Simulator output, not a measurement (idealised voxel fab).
process module | voxel trench capacitor
cross-section cut | 225 nm wide | cells 5 nm
A cross-section is a grid of square cells, given in bands from the top down. A band is one or more rows of cells.
Each band's line starts with the height of the band's top and of its bottom, in nm. Then come its materials from left to right, each with its width in nm. One material with "throughout" fills the band from edge to edge. "air" is empty space.
Height 0 is the level under which the wafer as received is all one material. The lowest band goes on downwards, as in "0 down".
A width such as "30 to 40" changes by the same amount from each row of cells to the next, from the band's top row to its bottom row.
"no change" after a step means that no cell of the cross-section changed.
closed voids: empty space of 8 cells or more with no open way to the top, each as width x height at its distance from the left edge, in nm
after a step's settings: what the simulator itself notes on the step
overlay nm, on a step with a mask: how far to the right of its planned place the mask lay; to the left if negative
plan
1 op RECEIVE | material Si
2 op CONFORMAL_DEP | material SiN | thk nm 10
3 op MASKED_ETCH | tone open | mask id TRENCH | width nm 15 | pitch nm 35 | etch materials SiN | depth nm 10 | overlay nm 0
4 op MASKED_ETCH | tone open | mask id TRENCH | width nm 15 | pitch nm 35 | etch materials Si | depth nm 40 | overlay nm 0
5 op CONFORMAL_DEP | material Al2O3 | thk nm 5
6 op FILL_DEP | material polySi | thk nm 10
7 op CMP | height nm 10
first wafer, as planned
as received, after step 1
  0 down: Si throughout
  closed voids: none
after step 2
  10 to 0: SiN throughout
  below 0: unchanged
after step 3
  10 to 0: SiN 70 | air 15 | SiN 20 | air 15 | SiN 20 | air 15 | SiN 70
  below 0: unchanged
after step 4
  10 to 0: SiN 70 | air 15 | SiN 20 | air 15 | SiN 20 | air 15 | SiN 70
  0 to -40: Si 70 | air 15 | Si 20 | air 15 | Si 20 | air 15 | Si 70
  below -40: unchanged
after step 5
  15 to 10: Al2O3 75 | air 5 | Al2O3 30 | air 5 | Al2O3 30 | air 5 | Al2O3 75
  10 to 0: SiN 70 | Al2O3 5 | air 5 | Al2O3 5 | SiN 20 | Al2O3 5 | air 5 | Al2O3 5 | SiN 20 | Al2O3 5 | air 5 | Al2O3 5 | SiN 70
  0 to -35: Si 70 | Al2O3 5 | air 5 | Al2O3 5 | Si 20 | Al2O3 5 | air 5 | Al2O3 5 | Si 20 | Al2O3 5 | air 5 | Al2O3 5 | Si 70
  -35 to -40: Si 70 | Al2O3 15 | Si 20 | Al2O3 15 | Si 20 | Al2O3 15 | Si 70
  below -40: unchanged
after step 6
  25 to 15: polySi throughout
  15 to 10: Al2O3 75 | polySi 5 | Al2O3 30 | polySi 5 | Al2O3 30 | polySi 5 | Al2O3 75
  10 to 0: SiN 70 | Al2O3 5 | polySi 5 | Al2O3 5 | SiN 20 | Al2O3 5 | polySi 5 | Al2O3 5 | SiN 20 | Al2O3 5 | polySi 5 | Al2O3 5 | SiN 70
  0 to -35: Si 70 | Al2O3 5 | polySi 5 | Al2O3 5 | Si 20 | Al2O3 5 | polySi 5 | Al2O3 5 | Si 20 | Al2O3 5 | polySi 5 | Al2O3 5 | Si 70
  below -35: unchanged
after step 7
  10 to 0: SiN 70 | Al2O3 5 | polySi 5 | Al2O3 5 | SiN 20 | Al2O3 5 | polySi 5 | Al2O3 5 | SiN 20 | Al2O3 5 | polySi 5 | Al2O3 5 | SiN 70
  below 0: unchanged
second wafer: like start, like plan, one mistake. Through step 3 it matches the first wafer
when step 4 should have ended
  10 to 0: SiN 70 | air 15 | SiN 20 | air 15 | SiN 20 | air 15 | SiN 70
  0 to -80: Si 70 | air 15 | Si 20 | air 15 | Si 20 | air 15 | Si 70
  below -80: unchanged
when step 5 should have ended
  15 to 10: Al2O3 75 | air 5 | Al2O3 30 | air 5 | Al2O3 30 | air 5 | Al2O3 75
  10 to 0: SiN 70 | Al2O3 5 | air 5 | Al2O3 5 | SiN 20 | Al2O3 5 | air 5 | Al2O3 5 | SiN 20 | Al2O3 5 | air 5 | Al2O3 5 | SiN 70
  0 to -75: Si 70 | Al2O3 5 | air 5 | Al2O3 5 | Si 20 | Al2O3 5 | air 5 | Al2O3 5 | Si 20 | Al2O3 5 | air 5 | Al2O3 5 | Si 70
  -75 to -80: Si 70 | Al2O3 15 | Si 20 | Al2O3 15 | Si 20 | Al2O3 15 | Si 70
  below -80: unchanged
when step 6 should have ended
  25 to 15: polySi throughout
  15 to 10: Al2O3 75 | polySi 5 | Al2O3 30 | polySi 5 | Al2O3 30 | polySi 5 | Al2O3 75
  10 to 0: SiN 70 | Al2O3 5 | polySi 5 | Al2O3 5 | SiN 20 | Al2O3 5 | polySi 5 | Al2O3 5 | SiN 20 | Al2O3 5 | polySi 5 | Al2O3 5 | SiN 70
  0 to -75: Si 70 | Al2O3 5 | polySi 5 | Al2O3 5 | Si 20 | Al2O3 5 | polySi 5 | Al2O3 5 | Si 20 | Al2O3 5 | polySi 5 | Al2O3 5 | Si 70
  below -75: unchanged
when step 7 should have ended
  10 to 0: SiN 70 | Al2O3 5 | polySi 5 | Al2O3 5 | SiN 20 | Al2O3 5 | polySi 5 | Al2O3 5 | SiN 20 | Al2O3 5 | polySi 5 | Al2O3 5 | SiN 70
  below 0: unchanged
what went wrong: step 4 was run twice
at the end the second wafer has, in cells: 48 more of Al2O3 | 72 fewer of Si | 24 more of polySi
